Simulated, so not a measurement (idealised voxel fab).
process module | voxel released beams
cross-section cut | 210 nm wide | cells 5 nm
A cross-section is a grid of square cells, given in bands from the top down. A band is one or more rows of cells.
Each band's line starts with the height of the band's top and of its bottom, in nm. Then come its materials from left to right, each with its width in nm. One material with "throughout" fills the band from edge to edge. "air" is empty space.
Height 0 is the level under which the wafer as received is all one material. The lowest band goes on downwards, as in "0 down".
A width such as "30 to 40" changes by the same amount from each row of cells to the next, from the band's top row to its bottom row.
"no change" after a step means that no cell of the cross-section changed.
closed voids: empty space of 8 cells or more with no open way to the top, each as width x height at its distance from the left edge, in nm
after a step's settings: what the simulator itself notes on the step
overlay nm, on a step with a mask: how far to the right of its planned place the mask lay; to the left if negative
plan
1 op RECEIVE | material Si
2 op CONFORMAL_DEP | material SiN | thk nm 5
3 op DIRECTIONAL_DEP | material SiO2 | thk nm 10
4 op DIRECTIONAL_DEP | material aC | thk nm 15
5 op PATTERN | tone open | mask id ANCHOR | material resist | width nm 35 | thk nm 35 | overlay nm 0
6 op DIRECTIONAL_ETCH | etch materials aC | depth nm 15
7 op STRIP | etch materials resist
8 op DIRECTIONAL_ETCH | etch materials SiO2 | depth nm 10
9 op STRIP | etch materials aC
10 op CONFORMAL_DEP | material W | thk nm 15
11 op DIRECTIONAL_DEP | material aC | thk nm 15
12 op PATTERN | tone cover | mask id BEAM | material resist | width nm 120 | thk nm 30 | overlay nm 0
13 op DIRECTIONAL_ETCH | etch materials aC | depth nm 15
14 op STRIP | etch materials resist
15 op DIRECTIONAL_ETCH | etch materials W | depth nm 15
16 op STRIP | etch materials aC
17 op STRIP | etch materials SiO2
first wafer, as planned
as received, after step 1
  0 down: Si throughout
  closed voids: none
after step 2
  5 to 0: SiN throughout
  below 0: unchanged
after step 3
  15 to 5: SiO2 throughout
  below 5: unchanged
after step 4
  30 to 15: aC throughout
  below 15: unchanged
after step 5
  65 to 30: resist 45 | air 35 | resist 130
  below 30: unchanged
after step 6
  50 to 30: resist 45 | air 35 | resist 130
  30 to 15: aC 45 | air 35 | aC 130
  below 15: unchanged
after step 7
  30 to 15: aC 45 | air 35 | aC 130
  below 15: unchanged
after step 8
  30 to 15: aC 45 | air 35 | aC 130
  15 to 5: SiO2 45 | air 35 | SiO2 130
  below 5: unchanged
after step 9
  15 to 5: SiO2 45 | air 35 | SiO2 130
  below 5: unchanged
after step 10
  30 to 20: W 60 | air 5 | W 145
  20 to 15: W throughout
  15 to 5: SiO2 45 | W 35 | SiO2 130
  below 5: unchanged
after step 11
  45 to 35: aC 60 | air 5 | aC 145
  35 to 30: aC throughout
  30 to 20: W 60 | aC 5 | W 145
  below 20: unchanged
after step 12
  75 to 45: air 40 | resist 120 | air 50
  45 to 35: aC 60 | resist 5 | aC 145
  below 35: unchanged
after step 13
  60 to 45: air 40 | resist 120 | air 50
  45 to 35: air 40 | aC 20 | resist 5 | aC 95 | air 50
  35 to 30: air 40 | aC 120 | air 50
  below 30: unchanged
after step 14
  45 to 35: air 40 | aC 20 | air 5 | aC 95 | air 50
  below 35: unchanged
after step 15
  45 to 35: air 40 | aC 20 | air 5 | aC 95 | air 50
  35 to 30: air 40 | aC 120 | air 50
  30 to 20: air 40 | W 20 | aC 5 | W 95 | air 50
  20 to 15: air 40 | W 120 | air 50
  below 15: unchanged
after step 16
  30 to 20: air 40 | W 20 | air 5 | W 95 | air 50
  below 20: unchanged
after step 17
  30 to 20: air 40 | W 20 | air 5 | W 95 | air 50
  20 to 15: air 40 | W 120 | air 50
  15 to 5: air 45 | W 35 | air 130
  below 5: unchanged
second wafer: like start, like plan, one mistake. Through step 9 it matches the first wafer
when step 10 should have ended
  20 to 15: W 50 | air 25 | W 135
  15 to 10: SiO2 45 | W 5 | air 25 | W 5 | SiO2 130
  10 to 5: SiO2 45 | W 35 | SiO2 130
  below 5: unchanged
when step 11 should have ended
  35 to 25: aC 50 | air 25 | aC 135
  25 to 20: aC throughout
  20 to 15: W 50 | aC 25 | W 135
  15 to 10: SiO2 45 | W 5 | aC 25 | W 5 | SiO2 130
  below 10: unchanged
when step 12 should have ended
  65 to 35: air 40 | resist 120 | air 50
  35 to 25: aC 50 | resist 25 | aC 135
  below 25: unchanged
when step 13 should have ended
  50 to 35: air 40 | resist 120 | air 50
  35 to 25: air 40 | aC 10 | resist 25 | aC 85 | air 50
  25 to 20: air 40 | aC 120 | air 50
  below 20: unchanged
when step 14 should have ended
  35 to 25: air 40 | aC 10 | air 25 | aC 85 | air 50
  below 25: unchanged
when step 15 should have ended
  35 to 25: air 40 | aC 10 | air 25 | aC 85 | air 50
  25 to 20: air 40 | aC 120 | air 50
  20 to 15: air 40 | W 10 | aC 25 | W 85 | air 50
  below 15: unchanged
when step 16 should have ended
  20 to 15: air 40 | W 10 | air 25 | W 85 | air 50
  15 to 10: SiO2 45 | W 5 | air 25 | W 5 | SiO2 130
  below 10: unchanged
when step 17 should have ended
  20 to 10: air 40 to 45 | W 10 to 5 | air 25 | W 85 to 5 | air 50 to 130
  10 to 5: air 45 | W 35 | air 130
  below 5: unchanged
what went wrong: step 10 ran as: op CONFORMAL_DEP | material W | thk nm 5
at the end the second wafer has, in cells: 56 fewer of W
